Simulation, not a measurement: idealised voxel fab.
Process module, titled voxel trench capacitor
Pictured: cross-section cut, 290 nm wide, on a grid of 5 nm square cells.
This document writes a cross-section as a grid whose cells are square, and gives it as bands, listed from the top down; one or more rows of cells form a band.
The band entry comprises the height of the band's top followed by the height of its bottom, expressed in nm, and subsequently the band's materials from left to right, each stated together with its width in nm. Where a single material is marked with the word "edge to edge", that material fills the band from edge to edge. The word "air" represents empty space.
Height is counted from the level 0, under which the received wafer is composed throughout of one material. The lowest of the bands is not closed at the bottom but continues downward, in the notation "0 and below".
Width "30 to 40": first value at the band's top row of cells, second value at its bottom row, equal change from row to row.
Take "no change" at face value: in the step it is given for, the cross-section changed in none of its cells.
Sealed cavities: empty space of 8 cells or more with no open way to the top, each as width x height at its distance from the left edge, in nm
That trailing text on a step's line, after the settings, is the simulator's own remark on the step.
overlay nm: for a step with a mask, the amount by which the mask lay right of where it was planned; a negative amount means left of it.

Here's what the planned process steps look like
1 op RECEIVE | material Si
2 op CONFORMAL_DEP | material SiN | thk nm 5
3 op DIRECTIONAL_DEP | material aC | thk nm 10
4 op PATTERN | tone open | mask id TRENCH | material resist | width nm 25 | pitch nm 50 | thk nm 25 | overlay nm 0
5 op DIRECTIONAL_ETCH | etch materials aC | depth nm 10
6 op STRIP | etch materials resist
7 op DIRECTIONAL_ETCH | etch materials SiN | depth nm 5
8 op DIRECTIONAL_ETCH | etch materials Si | depth nm 30
9 op STRIP | etch materials aC
10 op CONFORMAL_DEP | material SiO2 | thk nm 5
11 op FILL_DEP | material polySi | thk nm 10
12 op CMP | height nm 5

Cross-section of the wafer as it came to us, i.e., already through step 1
    0 and below  Si edge to edge
    Sealed cavities: none

Look at the cross-section after the module: the wafer started out the way shown above and the plan was the one shown above, yet one mistake was made along the way
    5 down to 0  SiN 55 nm | SiO2 5 nm | polySi 15 nm | SiO2 5 nm | SiN 25 nm | SiO2 5 nm | polySi 15 nm | SiO2 5 nm | SiN 25 nm | SiO2 5 nm | polySi 15 nm | SiO2 5 nm | SiN 25 nm | SiO2 5 nm | polySi 15 nm | SiO2 5 nm | SiN 60 nm
    0 down to -35  Si 55 nm | SiO2 5 nm | polySi 15 nm | SiO2 5 nm | Si 25 nm | SiO2 5 nm | polySi 15 nm | SiO2 5 nm | Si 25 nm | SiO2 5 nm | polySi 15 nm | SiO2 5 nm | Si 25 nm | SiO2 5 nm | polySi 15 nm | SiO2 5 nm | Si 60 nm
    -35 down to -40  Si 55 nm | SiO2 25 nm | Si 25 nm | SiO2 25 nm | Si 25 nm | SiO2 25 nm | Si 25 nm | SiO2 25 nm | Si 60 nm
    -40 and below  Si edge to edge
    Sealed cavities: none
Finding, execution versus plan: step 8 off recipe, ran as op DIRECTIONAL_ETCH | etch materials Si | depth nm 40
